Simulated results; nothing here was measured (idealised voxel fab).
process module | voxel ribs on slabs
cross-section cut | 240 nm wide | cells 5 nm
A cross-section is a grid of square cells, given in bands from the top down. A band is one or more rows of cells.
Each band's line starts with the height of the band's top and of its bottom, in nm. Then come its materials from left to right, each with its width in nm. One material with "throughout" fills the band from edge to edge. "air" is empty space.
Height 0 is the level under which the wafer as received is all one material. The lowest band goes on downwards, as in "0 down".
A width such as "30 to 40" changes by the same amount from each row of cells to the next, from the band's top row to its bottom row.
"no change" after a step means that no cell of the cross-section changed.
closed voids: empty space of 8 cells or more with no open way to the top, each as width x height at its distance from the left edge, in nm
after a step's settings: what the simulator itself notes on the step
overlay nm, on a step with a mask: how far to the right of its planned place the mask lay; to the left if negative
plan
1 op RECEIVE | material Si
2 op DIRECTIONAL_DEP | material SiO2 | thk nm 25
3 op DIRECTIONAL_DEP | material polySi | thk nm 20
4 op PATTERN | tone cover | mask id RIB | material resist | width nm 25 | thk nm 15 | overlay nm 0
5 op DIRECTIONAL_ETCH | etch materials polySi | depth nm 5
6 op STRIP | etch materials resist
7 op PATTERN | tone cover | mask id SLAB | material resist | width nm 75 | thk nm 20 | overlay nm 0
8 op DIRECTIONAL_ETCH | etch materials polySi | depth nm 15
9 op STRIP | etch materials resist
10 op FILL_DEP | material SiO2 | thk nm 25
11 op CMP | height nm 65
12 op DIRECTIONAL_DEP | material TiN | thk nm 10
13 op MASKED_ETCH | tone cover | mask id HEATER | width nm 35 | etch materials TiN | depth nm 10 | overlay nm 0
14 op CONFORMAL_DEP | material SiO2 | thk nm 5
first wafer, as planned
as received, after step 1
  0 down: Si throughout
  closed voids: none
after step 2
  25 to 0: SiO2 throughout
  below 0: unchanged
after step 3
  45 to 25: polySi throughout
  below 25: unchanged
after step 4
  60 to 45: air 105 | resist 25 | air 110
  below 45: unchanged
after step 5
  60 to 45: air 105 | resist 25 | air 110
  45 to 40: air 105 | polySi 25 | air 110
  below 40: unchanged
after step 6
  45 to 40: air 105 | polySi 25 | air 110
  below 40: unchanged
after step 7
  65 to 45: air 80 | resist 75 | air 85
  45 to 40: air 80 | resist 25 | polySi 25 | resist 25 | air 85
  below 40: unchanged
after step 8
  65 to 45: air 80 | resist 75 | air 85
  45 to 40: air 80 | resist 25 | polySi 25 | resist 25 | air 85
  40 to 25: air 80 | polySi 75 | air 85
  below 25: unchanged
after step 9
  45 to 40: air 105 | polySi 25 | air 110
  below 40: unchanged
after step 10
  70 to 45: SiO2 throughout
  45 to 40: SiO2 105 | polySi 25 | SiO2 110
  40 to 25: SiO2 80 | polySi 75 | SiO2 85
  below 25: unchanged
after step 11
  65 to 45: SiO2 throughout
  below 45: unchanged
after step 12
  75 to 65: TiN throughout
  below 65: unchanged
after step 13
  75 to 65: air 100 | TiN 35 | air 105
  below 65: unchanged
after step 14
  80 to 75: air 95 | SiO2 45 | air 100
  75 to 70: air 95 | SiO2 5 | TiN 35 | SiO2 5 | air 100
  70 to 65: SiO2 100 | TiN 35 | SiO2 105
  below 65: unchanged
second wafer: like start, like plan, one mistake. Through step 12 it matches the first wafer
when step 13 should have ended
  75 to 65: air 110 | TiN 35 | air 95
  below 65: unchanged
when step 14 should have ended
  80 to 75: air 105 | SiO2 45 | air 90
  75 to 70: air 105 | SiO2 5 | TiN 35 | SiO2 5 | air 90
  70 to 65: SiO2 110 | TiN 35 | SiO2 95
  below 65: unchanged
what went wrong: step 13 ran as: op MASKED_ETCH | tone cover | mask id HEATER | width nm 35 | etch materials TiN | depth nm 10 | overlay nm 10
at the end the second wafer has, in cells: as many of each material as the first, in other places
